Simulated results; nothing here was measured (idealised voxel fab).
The process module that follows is named voxel gate over fins.
For reference, the cross-section in this document is cut, with width 230 nm and square cells of 5 nm.
A cross-section in this document is a grid of square cells, and it is written down as bands, the top band listed before the ones below it; a band is made up of one or more rows of cells. The entry gives the band's vertical extent as a top height and a bottom height in nm, then its horizontal make-up as materials from left to right, each with a width in nm. "air" stands for empty space; a single material marked "full width" fills the band edge to edge. Heights from 0 (as-received wafer is one material below). Bottom band endless downward, as "0 -> down". When a width is written as two numbers, as in "30->40", the first number is the width in the top row of cells of the band and the second is the width in its bottom row, and the width changes by the same amount from each row to the next. "all unchanged" -> step changed no cross-section cell. In the "Unvented voids" entry, you get each enclosed empty space of 8 cells or more, one with no open way to the top, written width x height at distance, distance from the left edge, in nm. The remark found on a step's line after its settings is issued by the simulator itself and pertains to that step. For masked steps, "overlay nm" on the step line gives how far right of plan the mask actually lay; a minus sign means it lay to the left.
THE FOLLOWING LIST GIVES THE PLANNED PROCESS STEPS
| 1 | RECEIVE, material Si |
| 2 | CONFORMAL_DEP, material SiN, thk nm 10 |
| 3 | PATTERN, tone cover, mask id FINS, material resist, width nm 15, pitch nm 40, thk nm 15, overlay nm 0 |
| 4 | DIRECTIONAL_ETCH, etch materials SiN, depth nm 10 |
| 5 | DIRECTIONAL_ETCH, etch materials Si, depth nm 40 |
| 6 | STRIP, etch materials resist |
| 7 | OXIDIZE, depth nm 5 |
| 8 | FILL_DEP, material SiO2, thk nm 15 |
| 9 | CMP, height nm 10 |
| 10 | SELECTIVE_ETCH, etch materials SiO2, depth nm 20 |
| 11 | STRIP, etch materials SiN |
| 12 | CONFORMAL_DEP, material HfO2, thk nm 5 |
| 13 | CONFORMAL_DEP, material TiN, thk nm 5 |
| 14 | CONFORMAL_DEP, material TiAl, thk nm 5 |
| 15 | CONFORMAL_DEP, material TiN, thk nm 5 |
| 16 | FILL_DEP, material W, thk nm 10 |
| 17 | CMP, height nm 25 |
| 18 | CONFORMAL_DEP, material SiCN, thk nm 5 |
AS RECEIVED (POST STEP 1): CROSS-SECTION
    0 -> down | Si full width
    Unvented voids: none
WHAT THE WAFER LOOKS LIKE IN CROSS-SECTION AFTER THIS MODULE, WHEN IT STARTS AS SHOWN ABOVE AND FOLLOWS THE PLAN ABOVE BUT ONE MISTAKE IS MADE IN RUNNING IT
    30 -> 25 | SiCN full width
    25 -> 20 | W full width
    20 -> 15 | 50 W | 125 TiN | 55 W
    15 -> 10 | 50 W | 5 TiN | 35 TiAl | 5 TiN | 35 TiAl | 5 TiN | 35 TiAl | 5 TiN | 55 W
    10 -> 5 | 55 TiN | 5 TiAl | 25 TiN | 5 TiAl | 5 TiN | 5 TiAl | 25 TiN | 5 TiAl | 5 TiN | 5 TiAl | 25 TiN | 5 TiAl | 60 TiN
    5 -> 0 | 60 TiAl | 5 TiN | 15 HfO2 | 5 TiN | 15 TiAl | 5 TiN | 15 HfO2 | 5 TiN | 15 TiAl | 5 TiN | 15 HfO2 | 5 TiN | 65 TiAl
    0 -> -5 | 65 TiN | 5 HfO2 | 5 Si | 5 HfO2 | 25 TiN | 5 HfO2 | 5 Si | 5 HfO2 | 25 TiN | 5 HfO2 | 5 Si | 5 HfO2 | 70 TiN
    -5 -> -10 | 70 HfO2 | 5 Si | 35 HfO2 | 5 Si | 35 HfO2 | 5 Si | 75 HfO2
    -10 -> -55 | 70 SiO2 | 5 Si | 35 SiO2 | 5 Si | 35 SiO2 | 5 Si | 75 SiO2
    -55 -> down | Si full width
    Unvented voids: none
Processing error: step 5: run off-plan, actual operation and settings DIRECTIONAL_ETCH, etch materials Si, depth nm 50
